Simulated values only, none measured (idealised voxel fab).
Title: Process Module voxel self aligned contacts
Square cells of 5 nm make up the cross-section cut, whose width is 150 nm.
This document writes a cross-section as a grid whose cells are square, and gives it as bands, listed from the top down; one or more rows of cells form a band. What a band's entry tells you: where the top is and where the bottom is, as heights in nm, and after that what lies inside, material by material from left to right, each with its width in nm. Empty space is written as the word "air", and a single material marked with the word "full width" occupies the band from edge to edge. Height is counted from the level 0, under which the received wafer is composed throughout of one material. The lowest of the bands is not closed at the bottom but continues downward, in the notation "0 nm and below". You'd read "30 to 40" like this: the band's top row of cells is as wide as the first number, its bottom row is as wide as the second, and going down, every row changes width by the same amount as the row before did. "remains unaltered" (step): cross-section cells unchanged, all of them. Look at "Sealed void listing" for the closed voids: empty spaces with no open path to the top, sized 8 cells or up. Each is width x height at distance, distance from the left edge, all nm. It should be noted that, on the line of a given step, the content following the step's settings is a remark produced by the simulator itself with respect to that step. Among the settings permitted on a step's line is "overlay nm"; applied to a step with a mask, it specifies the extent to which the mask lay to the right of its planned position, whereas a negative figure signifies a position to the left.
# Set out below are the planned steps of the process
- 1: op RECEIVE | material Si
- 2: op CONFORMAL_DEP | material SiO2 | thk nm 5
- 3: op DIRECTIONAL_DEP | material polySi | thk nm 25
- 4: op DIRECTIONAL_DEP | material SiN | thk nm 20
- 5: op DIRECTIONAL_DEP | material aC | thk nm 15
- 6: op PATTERN | tone cover | mask id GATE | material resist | width nm 30 | pitch nm 70 | thk nm 30 | overlay nm 0
- 7: op DIRECTIONAL_ETCH | etch materials aC | depth nm 15
- 8: op STRIP | etch materials resist
- 9: op DIRECTIONAL_ETCH | etch materials SiN | depth nm 20
- 10: op DIRECTIONAL_ETCH | etch materials polySi | depth nm 25
- 11: op STRIP | etch materials aC
- 12: op CONFORMAL_DEP | material SiN | thk nm 10
- 13: op DIRECTIONAL_ETCH | etch materials SiN | depth nm 10
- 14: op FILL_DEP | material SiO2 | thk nm 10
- 15: op CMP | height nm 55
- 16: op MASKED_ETCH | tone open | mask id CONTACT | width nm 50 | etch materials SiO2 | depth nm 55 | overlay nm 0
- 17: op CONFORMAL_DEP | material TiN | thk nm 5
- 18: op FILL_DEP | material W | thk nm 10
- 19: op CMP | height nm 55
- 20: op CONFORMAL_DEP | material SiCN | thk nm 5
# First wafer out of two, processed as planned
# Received-state cross-section, reflecting completion of step 1
- 0 nm and below: Si full width
- Sealed void listing: none
# After step 2, in cross-section
- 5 nm to 0 nm: SiO2 full width
- Below 0, the layers are the same as they were.
# After step 3, in cross-section
- 30 nm to 5 nm: polySi full width
- Below 5, the layers are the same as they were.
# After step 4, in cross-section
- 50 nm to 30 nm: SiN full width
- Below 30, the layers are the same as they were.
# After step 5, in cross-section
- 65 nm to 50 nm: aC full width
- Below 50, the layers are the same as they were.
# After step 6, in cross-section
- 95 nm to 65 nm: air (25)  resist (30)  air (40)  resist (30)  air (25)
- Below 65, the layers are the same as they were.
# After step 7, in cross-section
- 80 nm to 65 nm: air (25)  resist (30)  air (40)  resist (30)  air (25)
- 65 nm to 50 nm: air (25)  aC (30)  air (40)  aC (30)  air (25)
- Below 50, the layers are the same as they were.
# After step 8, in cross-section
- 65 nm to 50 nm: air (25)  aC (30)  air (40)  aC (30)  air (25)
- Below 50, the layers are the same as they were.
# After step 9, in cross-section
- 65 nm to 50 nm: air (25)  aC (30)  air (40)  aC (30)  air (25)
- 50 nm to 30 nm: air (25)  SiN (30)  air (40)  SiN (30)  air (25)
- Below 30, the layers are the same as they were.
# After step 10, in cross-section
- 65 nm to 50 nm: air (25)  aC (30)  air (40)  aC (30)  air (25)
- 50 nm to 30 nm: air (25)  SiN (30)  air (40)  SiN (30)  air (25)
- 30 nm to 5 nm: air (25)  polySi (30)  air (40)  polySi (30)  air (25)
- Below 5, the layers are the same as they were.
# After step 11, in cross-section
- 50 nm to 30 nm: air (25)  SiN (30)  air (40)  SiN (30)  air (25)
- Below 30, the layers are the same as they were.
# After step 12, in cross-section
- 60 nm to 30 nm: air (15)  SiN (50)  air (20)  SiN (50)  air (15)
- 30 nm to 15 nm: air (15)  SiN (10)  polySi (30)  SiN (10)  air (20)  SiN (10)  polySi (30)  SiN (10)  air (15)
- 15 nm to 5 nm: SiN (25)  polySi (30)  SiN (40)  polySi (30)  SiN (25)
- Below 5, the layers are the same as they were.
# After step 13, in cross-section
- 50 nm to 30 nm: air (15)  SiN (50)  air (20)  SiN (50)  air (15)
- 30 nm to 5 nm: air (15)  SiN (10)  polySi (30)  SiN (10)  air (20)  SiN (10)  polySi (30)  SiN (10)  air (15)
- Below 5, the layers are the same as they were.
# After step 14, in cross-section
- 60 nm to 50 nm: SiO2 full width
- 50 nm to 30 nm: SiO2 (15)  SiN (50)  SiO2 (20)  SiN (50)  SiO2 (15)
- 30 nm to 5 nm: SiO2 (15)  SiN (10)  polySi (30)  SiN (10)  SiO2 (20)  SiN (10)  polySi (30)  SiN (10)  SiO2 (15)
- Below 5, the layers are the same as they were.
# After step 15, in cross-section
- 55 nm to 50 nm: SiO2 full width
- Below 50, the layers are the same as they were.
# After step 16, in cross-section
- 55 nm to 50 nm: SiO2 (50)  air (50)  SiO2 (50)
- 50 nm to 30 nm: SiO2 (15)  SiN (50)  air (20)  SiN (50)  SiO2 (15)
- 30 nm to 5 nm: SiO2 (15)  SiN (10)  polySi (30)  SiN (10)  air (20)  SiN (10)  polySi (30)  SiN (10)  SiO2 (15)
- 5 nm to 0 nm: SiO2 (65)  air (20)  SiO2 (65)
- Below 0, the layers are the same as they were.
# After step 17, in cross-section
- 60 nm to 55 nm: TiN (55)  air (40)  TiN (55)
- 55 nm to 50 nm: SiO2 (50)  TiN (20)  air (10)  TiN (20)  SiO2 (50)
- 50 nm to 30 nm: SiO2 (15)  SiN (50)  TiN (5)  air (10)  TiN (5)  SiN (50)  SiO2 (15)
- 30 nm to 5 nm: SiO2 (15)  SiN (10)  polySi (30)  SiN (10)  TiN (5)  air (10)  TiN (5)  SiN (10)  polySi (30)  SiN (10)  SiO2 (15)
- 5 nm to 0 nm: SiO2 (65)  TiN (20)  SiO2 (65)
- Below 0, the layers are the same as they were.
# After step 18, in cross-section
- 70 nm to 60 nm: W full width
- 60 nm to 55 nm: TiN (55)  W (40)  TiN (55)
- 55 nm to 50 nm: SiO2 (50)  TiN (20)  W (10)  TiN (20)  SiO2 (50)
- 50 nm to 30 nm: SiO2 (15)  SiN (50)  TiN (5)  W (10)  TiN (5)  SiN (50)  SiO2 (15)
- 30 nm to 5 nm: SiO2 (15)  SiN (10)  polySi (30)  SiN (10)  TiN (5)  W (10)  TiN (5)  SiN (10)  polySi (30)  SiN (10)  SiO2 (15)
- Below 5, the layers are the same as they were.
# After step 19, in cross-section
- 55 nm to 50 nm: SiO2 (50)  TiN (20)  W (10)  TiN (20)  SiO2 (50)
- Below 50, the layers are the same as they were.
# After step 20, in cross-section
- 60 nm to 55 nm: SiCN full width
- Below 55, the layers are the same as they were.
# Regarding the second of the two wafers: it shared the first wafer's starting condition and process plan, yet one error occurred during its execution. Its history coincides with that of the first wafer up to and including step 11
# Cross-section of the second wafer at the time by which step 12 should have been completed according to the plan
- 40 nm to 30 nm: air (25)  SiN (30)  air (40)  SiN (30)  air (25)
- Below 30, the layers are the same as they were.
# Cross-section of the second wafer at the time by which step 13 should have been completed according to the plan
- 50 nm to 30 nm: air (15)  SiN (50)  air (20)  SiN (50)  air (15)
- 30 nm to 15 nm: air (15)  SiN (10)  polySi (30)  SiN (10)  air (20)  SiN (10)  polySi (30)  SiN (10)  air (15)
- 15 nm to 5 nm: SiN (25)  polySi (30)  SiN (40)  polySi (30)  SiN (25)
- Below 5, the layers are the same as they were.
# Cross-section of the second wafer at the time by which step 14 should have been completed according to the plan
- 60 nm to 50 nm: SiO2 full width
- 50 nm to 30 nm: SiO2 (15)  SiN (50)  SiO2 (20)  SiN (50)  SiO2 (15)
- 30 nm to 15 nm: SiO2 (15)  SiN (10)  polySi (30)  SiN (10)  SiO2 (20)  SiN (10)  polySi (30)  SiN (10)  SiO2 (15)
- Below 15, the layers are the same as they were.
# Cross-section of the second wafer at the time by which step 15 should have been completed according to the plan
- 55 nm to 50 nm: SiO2 full width
- Below 50, the layers are the same as they were.
# Cross-section of the second wafer at the time by which step 16 should have been completed according to the plan
- 55 nm to 50 nm: SiO2 (50)  air (50)  SiO2 (50)
- 50 nm to 30 nm: SiO2 (15)  SiN (50)  air (20)  SiN (50)  SiO2 (15)
- 30 nm to 15 nm: SiO2 (15)  SiN (10)  polySi (30)  SiN (10)  air (20)  SiN (10)  polySi (30)  SiN (10)  SiO2 (15)
- Below 15, the layers are the same as they were.
# Cross-section of the second wafer at the time by which step 17 should have been completed according to the plan
- 60 nm to 55 nm: TiN (55)  air (40)  TiN (55)
- 55 nm to 50 nm: SiO2 (50)  TiN (20)  air (10)  TiN (20)  SiO2 (50)
- 50 nm to 30 nm: SiO2 (15)  SiN (50)  TiN (5)  air (10)  TiN (5)  SiN (50)  SiO2 (15)
- 30 nm to 20 nm: SiO2 (15)  SiN (10)  polySi (30)  SiN (10)  TiN (5)  air (10)  TiN (5)  SiN (10)  polySi (30)  SiN (10)  SiO2 (15)
- 20 nm to 15 nm: SiO2 (15)  SiN (10)  polySi (30)  SiN (10)  TiN (20)  SiN (10)  polySi (30)  SiN (10)  SiO2 (15)
- Below 15, the layers are the same as they were.
# Cross-section of the second wafer at the time by which step 18 should have been completed according to the plan
- 70 nm to 60 nm: W full width
- 60 nm to 55 nm: TiN (55)  W (40)  TiN (55)
- 55 nm to 50 nm: SiO2 (50)  TiN (20)  W (10)  TiN (20)  SiO2 (50)
- 50 nm to 30 nm: SiO2 (15)  SiN (50)  TiN (5)  W (10)  TiN (5)  SiN (50)  SiO2 (15)
- 30 nm to 20 nm: SiO2 (15)  SiN (10)  polySi (30)  SiN (10)  TiN (5)  W (10)  TiN (5)  SiN (10)  polySi (30)  SiN (10)  SiO2 (15)
- Below 20, the layers are the same as they were.
# Cross-section of the second wafer at the time by which step 19 should have been completed according to the plan
- 55 nm to 50 nm: SiO2 (50)  TiN (20)  W (10)  TiN (20)  SiO2 (50)
- Below 50, the layers are the same as they were.
# Cross-section of the second wafer at the time by which step 20 should have been completed according to the plan
- 60 nm to 55 nm: SiCN full width
- Below 55, the layers are the same as they were.
Heads up, the wafer didn't run the way we planned it: steps 12 and 13 of the plan were run in the wrong order, each in the other's place
It is noted that, at the conclusion of processing, the second wafer exhibits a higher or lower cell count for certain materials relative to the first: SiN: 20 more; SiO2: 8 fewer; TiN: 6 fewer; W: 6 fewer
